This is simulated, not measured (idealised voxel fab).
The document below concerns the process module designated voxel tone inversion.
The width of the displayed cross-section, cut, is 250 nm; its cells are square, with a size of 5 nm.
A cross-section in this document is a grid of square cells, and it is written down as bands, the top band listed before the ones below it; a band is made up of one or more rows of cells. Within each band entry, the heights of the top and of the bottom of the band appear first, in that order and in nm; the materials of the band then follow from left to right, each with its corresponding width in nm. The designation "edge to edge" on a single material indicates that it fills the band from edge to edge; the designation "empty" indicates empty space. Height is counted from the level 0, under which the received wafer is composed throughout of one material. The lowest of the bands is not closed at the bottom but continues downward, in the notation "top 0, no bottom". With a width like "30 to 40", each row of cells in the band differs from the next by the same amount, the top row carrying the first number and the bottom row the second. "all unchanged" (step): cross-section cells unchanged, all of them. If an empty space has no open way to the top and is at least 8 cells in size, "Closed void list" lists it, written width x height at distance, where distance is measured from the left edge and every value is in nm. Anything after a step's settings on that line? It's the simulator's own note about the step. The optional step-line setting "overlay nm" applies to steps with a mask and quantifies how far to the right of its planned location the mask lay, a negative value indicating leftward placement.

[Intended process steps]
1) RECEIVE (material Si)
2) CONFORMAL_DEP (material SiN; thk nm 5)
3) DIRECTIONAL_DEP (material polySi; thk nm 25)
4) PATTERN (tone cover; mask id POSTS; material resist; width nm 20; pitch nm 35; thk nm 30; overlay nm 0)
5) DIRECTIONAL_ETCH (etch materials polySi; depth nm 25)
6) STRIP (etch materials resist)
7) FILL_DEP (material SiO2; thk nm 5)
8) CMP (height nm 30)
9) STRIP (etch materials polySi)

[The first wafer of two, processed as planned]

[Cross-section of the wafer at receipt, which is the condition after step 1]
> top 0, no bottom = Si edge to edge
> Closed void list: none

[State of the wafer after step 2, shown in cross-section]
> top 5, bottom 0 = SiN edge to edge
> Below 0, no change.

[State of the wafer after step 3, shown in cross-section]
> top 30, bottom 5 = polySi edge to edge
> Below 5, no change.

[State of the wafer after step 4, shown in cross-section]
> top 60, bottom 30 = 95 nm empty | 20 nm resist | 15 nm empty | 20 nm resist | 100 nm empty
> Below 30, no change.

[State of the wafer after step 5, shown in cross-section]
> top 60, bottom 30 = 95 nm empty | 20 nm resist | 15 nm empty | 20 nm resist | 100 nm empty
> top 30, bottom 5 = 95 nm empty | 20 nm polySi | 15 nm empty | 20 nm polySi | 100 nm empty
> Below 5, no change.

[State of the wafer after step 6, shown in cross-section]
> top 30, bottom 5 = 95 nm empty | 20 nm polySi | 15 nm empty | 20 nm polySi | 100 nm empty
> Below 5, no change.

[State of the wafer after step 7, shown in cross-section]
> top 35, bottom 30 = SiO2 edge to edge
> top 30, bottom 5 = 95 nm SiO2 | 20 nm polySi | 15 nm SiO2 | 20 nm polySi | 100 nm SiO2
> Below 5, no change.

[State of the wafer after step 8, shown in cross-section]
> top 30, bottom 5 = 95 nm SiO2 | 20 nm polySi | 15 nm SiO2 | 20 nm polySi | 100 nm SiO2
> Below 5, no change.

[State of the wafer after step 9, shown in cross-section]
> top 30, bottom 5 = 95 nm SiO2 | 20 nm empty | 15 nm SiO2 | 20 nm empty | 100 nm SiO2
> Below 5, no change.

[second wafer: like start, like plan, one mistake. Through step 3 it matches the first wafer]

[Second wafer cross-section, taken as of the time the plan sets for step 4 to be done]
> top 60, bottom 30 = 100 nm empty | 15 nm resist | 20 nm empty | 15 nm resist | 100 nm empty
> Below 30, no change.

[Second wafer cross-section, taken as of the time the plan sets for step 5 to be done]
> top 60, bottom 30 = 100 nm empty | 15 nm resist | 20 nm empty | 15 nm resist | 100 nm empty
> top 30, bottom 5 = 100 nm empty | 15 nm polySi | 20 nm empty | 15 nm polySi | 100 nm empty
> Below 5, no change.

[Second wafer cross-section, taken as of the time the plan sets for step 6 to be done]
> top 30, bottom 5 = 100 nm empty | 15 nm polySi | 20 nm empty | 15 nm polySi | 100 nm empty
> Below 5, no change.

[Second wafer cross-section, taken as of the time the plan sets for step 7 to be done]
> top 35, bottom 30 = SiO2 edge to edge
> top 30, bottom 5 = 100 nm SiO2 | 15 nm polySi | 20 nm SiO2 | 15 nm polySi | 100 nm SiO2
> Below 5, no change.

[Second wafer cross-section, taken as of the time the plan sets for step 8 to be done]
> top 30, bottom 5 = 100 nm SiO2 | 15 nm polySi | 20 nm SiO2 | 15 nm polySi | 100 nm SiO2
> Below 5, no change.

[Second wafer cross-section, taken as of the time the plan sets for step 9 to be done]
> top 30, bottom 5 = 100 nm SiO2 | 15 nm empty | 20 nm SiO2 | 15 nm empty | 100 nm SiO2
> Below 5, no change.
Deviation noted in wafer processing: step 4 ran differently from the plan; actual operation with settings: PATTERN (tone cover; mask id POSTS; material resist; width nm 15; pitch nm 35; thk nm 30; overlay nm 0)
It is noted that, at the conclusion of processing, the second wafer exhibits a higher or lower cell count for certain materials relative to the first: SiO2 +10
